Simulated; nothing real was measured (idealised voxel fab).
process module | voxel spacer lines
cross-section cut | 195 nm wide | cells 5 nm
A cross-section is a grid of square cells, given in bands from the top down. A band is one or more rows of cells.
Each band's line starts with the height of the band's top and of its bottom, in nm. Then come its materials from left to right, each with its width in nm. One material with "throughout" fills the band from edge to edge. "air" is empty space.
Height 0 is the level under which the wafer as received is all one material. The lowest band goes on downwards, as in "0 down".
A width such as "30 to 40" changes by the same amount from each row of cells to the next, from the band's top row to its bottom row.
"no change" after a step means that no cell of the cross-section changed.
closed voids: empty space of 8 cells or more with no open way to the top, each as width x height at its distance from the left edge, in nm
after a step's settings: what the simulator itself notes on the step
overlay nm, on a step with a mask: how far to the right of its planned place the mask lay; to the left if negative
plan
1 op RECEIVE | material Si
2 op CONFORMAL_DEP | material SiO2 | thk nm 10
3 op DIRECTIONAL_DEP | material TiN | thk nm 15
4 op DIRECTIONAL_DEP | material aC | thk nm 30
5 op PATTERN | tone cover | mask id MANDREL | material resist | width nm 20 | pitch nm 70 | thk nm 35 | overlay nm 0
6 op DIRECTIONAL_ETCH | etch materials aC | depth nm 30
7 op STRIP | etch materials resist
8 op CONFORMAL_DEP | material SiN | thk nm 15
9 op DIRECTIONAL_ETCH | etch materials SiN | depth nm 15
10 op STRIP | etch materials aC
11 op DIRECTIONAL_ETCH | etch materials TiN | depth nm 15
12 op STRIP | etch materials SiN
first wafer, as planned
as received, after step 1
  0 down: Si throughout
  closed voids: none
after step 2
  10 to 0: SiO2 throughout
  below 0: unchanged
after step 3
  25 to 10: TiN throughout
  below 10: unchanged
after step 4
  55 to 25: aC throughout
  below 25: unchanged
after step 5
  90 to 55: air 15 | resist 20 | air 50 | resist 20 | air 50 | resist 20 | air 20
  below 55: unchanged
after step 6
  60 to 55: air 15 | resist 20 | air 50 | resist 20 | air 50 | resist 20 | air 20
  55 to 25: air 15 | aC 20 | air 50 | aC 20 | air 50 | aC 20 | air 20
  below 25: unchanged
after step 7
  55 to 25: air 15 | aC 20 | air 50 | aC 20 | air 50 | aC 20 | air 20
  below 25: unchanged
after step 8
  70 to 55: SiN 50 | air 20 | SiN 50 | air 20 | SiN 50 | air 5
  55 to 40: SiN 15 | aC 20 | SiN 15 | air 20 | SiN 15 | aC 20 | SiN 15 | air 20 | SiN 15 | aC 20 | SiN 15 | air 5
  40 to 25: SiN 15 | aC 20 | SiN 50 | aC 20 | SiN 50 | aC 20 | SiN 20
  below 25: unchanged
after step 9
  55 to 25: SiN 15 | aC 20 | SiN 15 | air 20 | SiN 15 | aC 20 | SiN 15 | air 20 | SiN 15 | aC 20 | SiN 15 | air 5
  below 25: unchanged
after step 10
  55 to 25: SiN 15 | air 20 | SiN 15 | air 20 | SiN 15 | air 20 | SiN 15 | air 20 | SiN 15 | air 20 | SiN 15 | air 5
  below 25: unchanged
after step 11
  55 to 25: SiN 15 | air 20 | SiN 15 | air 20 | SiN 15 | air 20 | SiN 15 | air 20 | SiN 15 | air 20 | SiN 15 | air 5
  25 to 10: TiN 15 | air 20 | TiN 15 | air 20 | TiN 15 | air 20 | TiN 15 | air 20 | TiN 15 | air 20 | TiN 15 | air 5
  below 10: unchanged
after step 12
  25 to 10: TiN 15 | air 20 | TiN 15 | air 20 | TiN 15 | air 20 | TiN 15 | air 20 | TiN 15 | air 20 | TiN 15 | air 5
  below 10: unchanged
second wafer: like start, like plan, one mistake. Through step 1 it matches the first wafer
when step 2 should have ended
  15 to 0: SiO2 throughout
  below 0: unchanged
when step 3 should have ended
  30 to 15: TiN throughout
  below 15: unchanged
when step 4 should have ended
  60 to 30: aC throughout
  below 30: unchanged
when step 5 should have ended
  95 to 60: air 15 | resist 20 | air 50 | resist 20 | air 50 | resist 20 | air 20
  below 60: unchanged
when step 6 should have ended
  65 to 60: air 15 | resist 20 | air 50 | resist 20 | air 50 | resist 20 | air 20
  60 to 30: air 15 | aC 20 | air 50 | aC 20 | air 50 | aC 20 | air 20
  below 30: unchanged
when step 7 should have ended
  60 to 30: air 15 | aC 20 | air 50 | aC 20 | air 50 | aC 20 | air 20
  below 30: unchanged
when step 8 should have ended
  75 to 60: SiN 50 | air 20 | SiN 50 | air 20 | SiN 50 | air 5
  60 to 45: SiN 15 | aC 20 | SiN 15 | air 20 | SiN 15 | aC 20 | SiN 15 | air 20 | SiN 15 | aC 20 | SiN 15 | air 5
  45 to 30: SiN 15 | aC 20 | SiN 50 | aC 20 | SiN 50 | aC 20 | SiN 20
  below 30: unchanged
when step 9 should have ended
  60 to 30: SiN 15 | aC 20 | SiN 15 | air 20 | SiN 15 | aC 20 | SiN 15 | air 20 | SiN 15 | aC 20 | SiN 15 | air 5
  below 30: unchanged
when step 10 should have ended
  60 to 30: SiN 15 | air 20 | SiN 15 | air 20 | SiN 15 | air 20 | SiN 15 | air 20 | SiN 15 | air 20 | SiN 15 | air 5
  below 30: unchanged
when step 11 should have ended
  60 to 30: SiN 15 | air 20 | SiN 15 | air 20 | SiN 15 | air 20 | SiN 15 | air 20 | SiN 15 | air 20 | SiN 15 | air 5
  30 to 15: TiN 15 | air 20 | TiN 15 | air 20 | TiN 15 | air 20 | TiN 15 | air 20 | TiN 15 | air 20 | TiN 15 | air 5
  below 15: unchanged
when step 12 should have ended
  30 to 15: TiN 15 | air 20 | TiN 15 | air 20 | TiN 15 | air 20 | TiN 15 | air 20 | TiN 15 | air 20 | TiN 15 | air 5
  below 15: unchanged
what went wrong: step 2 ran as: op CONFORMAL_DEP | material SiO2 | thk nm 15
at the end the second wafer has, in cells: 39 more of SiO2
